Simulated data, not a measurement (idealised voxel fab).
Process module under the name voxel wiring stack
195 nm wide, 5 nm square cells: that's cross-section cut.
The cross-sections in this document take the form of a grid made of square cells. They are written out as bands, in order from top to bottom. Each band consists of one or more rows of cells. The band entry comprises the height of the band's top followed by the height of its bottom, expressed in nm, and subsequently the band's materials from left to right, each stated together with its width in nm. Where a single material is marked with the word "everywhere", that material fills the band from edge to edge. The word "blank" represents empty space. Basically, 0 is our baseline, since under it the wafer straight out of the box is all one material. The bottom band has no lower end and keeps on going down, so it looks like "z 0 and below". The two numbers in a width such as "30->40" mark its ends across the band: the first belongs to the top row of cells, the second to the bottom row, and from each row to the next the width moves by the same amount. Given "changes: none" for a step, no cell of the cross-section differs between before and after that step. Entry "Trapped cavities" = empty spaces >= 8 cells with no open way to the top; each as width x height at distance, distance from left edge, all nm. Post-settings text on a step line: simulator's own remark regarding the step. For masked steps, "overlay nm" on the step line gives how far right of plan the mask actually lay; a minus sign means it lay to the left.
-- Process steps - plan
step 1: RECEIVE | material Si
step 2: CONFORMAL_DEP | material SiO2 | thk nm 10
step 3: DIRECTIONAL_DEP | material TiN | thk nm 5
step 4: DIRECTIONAL_DEP | material Ru | thk nm 20
step 5: PATTERN | tone cover | mask id METAL_1 | material resist | width nm 30 | pitch nm 45 | thk nm 15 | overlay nm 0
step 6: DIRECTIONAL_ETCH | etch materials Ru | depth nm 20
step 7: DIRECTIONAL_ETCH | etch materials TiN | depth nm 5
step 8: STRIP | etch materials resist
step 9: FILL_DEP | material lowk | thk nm 10
step 10: CMP | height nm 35
step 11: CONFORMAL_DEP | material SiCN | thk nm 5
step 12: DIRECTIONAL_DEP | material lowk | thk nm 20
step 13: DIRECTIONAL_DEP | material aC | thk nm 15
step 14: PATTERN | tone open | mask id PLUG_1 | material resist | width nm 15 | pitch nm 45 | thk nm 35 | overlay nm 0
step 15: DIRECTIONAL_ETCH | etch materials aC | depth nm 15
step 16: STRIP | etch materials resist
step 17: DIRECTIONAL_ETCH | etch materials lowk | depth nm 20
step 18: DIRECTIONAL_ETCH | etch materials SiCN | depth nm 5
step 19: STRIP | etch materials aC
step 20: CONFORMAL_DEP | material TiN | thk nm 5
step 21: FILL_DEP | material Ru | thk nm 10
step 22: CMP | height nm 60
step 23: DIRECTIONAL_DEP | material TiN | thk nm 5
step 24: DIRECTIONAL_DEP | material W | thk nm 15
step 25: PATTERN | tone cover | mask id METAL_2 | material resist | width nm 30 | pitch nm 45 | thk nm 15 | overlay nm 0
step 26: DIRECTIONAL_ETCH | etch materials W | depth nm 15
step 27: DIRECTIONAL_ETCH | etch materials TiN | depth nm 5
step 28: STRIP | etch materials resist
step 29: FILL_DEP | material lowk | thk nm 10
step 30: CMP | height nm 80
step 31: CONFORMAL_DEP | material SiCN | thk nm 5
step 32: DIRECTIONAL_DEP | material SiO2 | thk nm 35
step 33: DIRECTIONAL_DEP | material aC | thk nm 10
step 34: PATTERN | tone open | mask id METAL_3 | material resist | width nm 30 | pitch nm 45 | thk nm 30 | overlay nm 0
step 35: DIRECTIONAL_ETCH | etch materials aC | depth nm 10
step 36: STRIP | etch materials resist
step 37: DIRECTIONAL_ETCH | etch materials SiO2 | depth nm 20
step 38: STRIP | etch materials aC
step 39: DIRECTIONAL_DEP | material aC | thk nm 15
step 40: PATTERN | tone open | mask id METAL_3_HOLES | material resist | width nm 15 | pitch nm 90 | thk nm 30 | overlay nm 0
step 41: DIRECTIONAL_ETCH | etch materials aC | depth nm 15
step 42: STRIP | etch materials resist
step 43: DIRECTIONAL_ETCH | etch materials SiO2 | depth nm 15
step 44: DIRECTIONAL_ETCH | etch materials SiCN | depth nm 5
step 45: STRIP | etch materials aC
step 46: CONFORMAL_DEP | material TiN | thk nm 5
step 47: FILL_DEP | material Ru | thk nm 5
step 48: CMP | height nm 120
step 49: CONFORMAL_DEP | material SiCN | thk nm 5
-- Cross-sectional view of the wafer in its as-received condition, corresponding to the state after step 1
  z 0 and below = Si everywhere
  Trapped cavities: none
-- Sectioned view, first of two wafers, at the close of the module, processed as intended in the plan
  z 125 to 120 = SiCN everywhere
  z 120 to 105 = 15 nm SiO2; 5 nm TiN; 20 nm Ru; 5 nm TiN; 15 nm SiO2; 5 nm TiN; 20 nm Ru; 5 nm TiN; 15 nm SiO2; 5 nm TiN; 20 nm Ru; 5 nm TiN; 15 nm SiO2; 5 nm TiN; 20 nm Ru; 5 nm TiN; 15 nm SiO2
  z 105 to 100 = 15 nm SiO2; 5 nm TiN; 5 nm Ru; 20 nm TiN; 15 nm SiO2; 30 nm TiN; 15 nm SiO2; 5 nm TiN; 5 nm Ru; 20 nm TiN; 15 nm SiO2; 30 nm TiN; 15 nm SiO2
  z 100 to 85 = 15 nm SiO2; 5 nm TiN; 5 nm Ru; 5 nm TiN; 75 nm SiO2; 5 nm TiN; 5 nm Ru; 5 nm TiN; 75 nm SiO2
  z 85 to 80 = 15 nm SiCN; 15 nm TiN; 75 nm SiCN; 15 nm TiN; 75 nm SiCN
  z 80 to 65 = 15 nm lowk; 30 nm W; 15 nm lowk; 30 nm W; 15 nm lowk; 30 nm W; 15 nm lowk; 30 nm W; 15 nm lowk
  z 65 to 60 = 15 nm lowk; 30 nm TiN; 15 nm lowk; 30 nm TiN; 15 nm lowk; 30 nm TiN; 15 nm lowk; 30 nm TiN; 15 nm lowk
  z 60 to 40 = 15 nm lowk; 5 nm TiN; 5 nm Ru; 5 nm TiN; 30 nm lowk; 5 nm TiN; 5 nm Ru; 5 nm TiN; 30 nm lowk; 5 nm TiN; 5 nm Ru; 5 nm TiN; 30 nm lowk; 5 nm TiN; 5 nm Ru; 5 nm TiN; 30 nm lowk
  z 40 to 35 = 15 nm SiCN; 15 nm TiN; 30 nm SiCN; 15 nm TiN; 30 nm SiCN; 15 nm TiN; 30 nm SiCN; 15 nm TiN; 30 nm SiCN
  z 35 to 15 = 15 nm lowk; 30 nm Ru; 15 nm lowk; 30 nm Ru; 15 nm lowk; 30 nm Ru; 15 nm lowk; 30 nm Ru; 15 nm lowk
  z 15 to 10 = 15 nm lowk; 30 nm TiN; 15 nm lowk; 30 nm TiN; 15 nm lowk; 30 nm TiN; 15 nm lowk; 30 nm TiN; 15 nm lowk
  z 10 to 0 = SiO2 everywhere
  z 0 and below = Si everywhere
  Trapped cavities: none
-- Here's the second of our two wafers sectioned at module end. Same start as the first, same plan, but one mistake got made running it
  z 125 to 120 = SiCN everywhere
  z 120 to 105 = 15 nm SiO2; 5 nm TiN; 20 nm Ru; 5 nm TiN; 15 nm SiO2; 5 nm TiN; 20 nm Ru; 5 nm TiN; 15 nm SiO2; 5 nm TiN; 20 nm Ru; 5 nm TiN; 15 nm SiO2; 5 nm TiN; 20 nm Ru; 5 nm TiN; 15 nm SiO2
  z 105 to 100 = 15 nm SiO2; 5 nm TiN; 5 nm Ru; 20 nm TiN; 15 nm SiO2; 30 nm TiN; 15 nm SiO2; 5 nm TiN; 5 nm Ru; 20 nm TiN; 15 nm SiO2; 30 nm TiN; 15 nm SiO2
  z 100 to 85 = 15 nm SiO2; 5 nm TiN; 5 nm Ru; 5 nm TiN; 75 nm SiO2; 5 nm TiN; 5 nm Ru; 5 nm TiN; 75 nm SiO2
  z 85 to 80 = 15 nm SiCN; 15 nm TiN; 75 nm SiCN; 15 nm TiN; 75 nm SiCN
  z 80 to 65 = SiO2 everywhere
  z 65 to 60 = TiN everywhere
  z 60 to 40 = 15 nm lowk; 5 nm TiN; 5 nm Ru; 5 nm TiN; 30 nm lowk; 5 nm TiN; 5 nm Ru; 5 nm TiN; 30 nm lowk; 5 nm TiN; 5 nm Ru; 5 nm TiN; 30 nm lowk; 5 nm TiN; 5 nm Ru; 5 nm TiN; 30 nm lowk
  z 40 to 35 = 15 nm SiCN; 15 nm TiN; 30 nm SiCN; 15 nm TiN; 30 nm SiCN; 15 nm TiN; 30 nm SiCN; 15 nm TiN; 30 nm SiCN
  z 35 to 15 = 15 nm lowk; 30 nm Ru; 15 nm lowk; 30 nm Ru; 15 nm lowk; 30 nm Ru; 15 nm lowk; 30 nm Ru; 15 nm lowk
  z 15 to 10 = 15 nm lowk; 30 nm TiN; 15 nm lowk; 30 nm TiN; 15 nm lowk; 30 nm TiN; 15 nm lowk; 30 nm TiN; 15 nm lowk
  z 10 to 0 = SiO2 everywhere
  z 0 and below = Si everywhere
  Trapped cavities: none
So what did we get wrong on this run? step 24 was run on a setting that differed from the plan, and what really ran there is DIRECTIONAL_DEP | material SiO2 | thk nm 15
Counted in cells at the end, the second wafer holds more or fewer of these materials than the first: 117 more of SiO2; 15 more of TiN; 72 fewer of W; 60 fewer of lowk
